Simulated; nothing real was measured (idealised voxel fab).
process module | voxel ribs on slabs
cross-section cut | 205 nm wide | cells 5 nm
A cross-section is a grid of square cells, given in bands from the top down. A band is one or more rows of cells.
Each band's line starts with the height of the band's top and of its bottom, in nm. Then come its materials from left to right, each with its width in nm. One material with "throughout" fills the band from edge to edge. "air" is empty space.
Height 0 is the level under which the wafer as received is all one material. The lowest band goes on downwards, as in "0 down".
A width such as "30 to 40" changes by the same amount from each row of cells to the next, from the band's top row to its bottom row.
"no change" after a step means that no cell of the cross-section changed.
closed voids: empty space of 8 cells or more with no open way to the top, each as width x height at its distance from the left edge, in nm
after a step's settings: what the simulator itself notes on the step
overlay nm, on a step with a mask: how far to the right of its planned place the mask lay; to the left if negative
plan
1 op RECEIVE | material Si
2 op DIRECTIONAL_DEP | material SiO2 | thk nm 25
3 op DIRECTIONAL_DEP | material polySi | thk nm 20
4 op PATTERN | tone cover | mask id RIB | material resist | width nm 30 | thk nm 20 | overlay nm 0
5 op DIRECTIONAL_ETCH | etch materials polySi | depth nm 10
6 op STRIP | etch materials resist
7 op MASKED_ETCH | tone cover | mask id SLAB | width nm 60 | etch materials polySi | depth nm 10 | overlay nm 0
8 op FILL_DEP | material SiO2 | thk nm 25
9 op CMP | height nm 60
10 op DIRECTIONAL_DEP | material TiN | thk nm 5
11 op PATTERN | tone cover | mask id HEATER | material resist | width nm 30 | thk nm 20 | overlay nm 0
12 op DIRECTIONAL_ETCH | etch materials TiN | depth nm 5
13 op STRIP | etch materials resist
14 op CONFORMAL_DEP | material SiO2 | thk nm 10
varied across the wafers: width nm of step 11. The plan shows the first wafer's value. All wafers start alike
first wafer as received, after step 1
  0 down: Si throughout
  closed voids: none
each wafer at the end: cells of each material gained (+) or lost (-) since it was received, then its closed voids
width nm 30 | +542 SiO2 | +6 TiN | +36 polySi | closed voids: none
width nm 35 | +542 SiO2 | +7 TiN | +36 polySi | closed voids: none
width nm 40 | +542 SiO2 | +8 TiN | +36 polySi | closed voids: none
width nm 45 | +542 SiO2 | +9 TiN | +36 polySi | closed voids: none
width nm 50 | +542 SiO2 | +10 TiN | +36 polySi | closed voids: none
width nm 55 | +542 SiO2 | +11 TiN | +36 polySi | closed voids: none
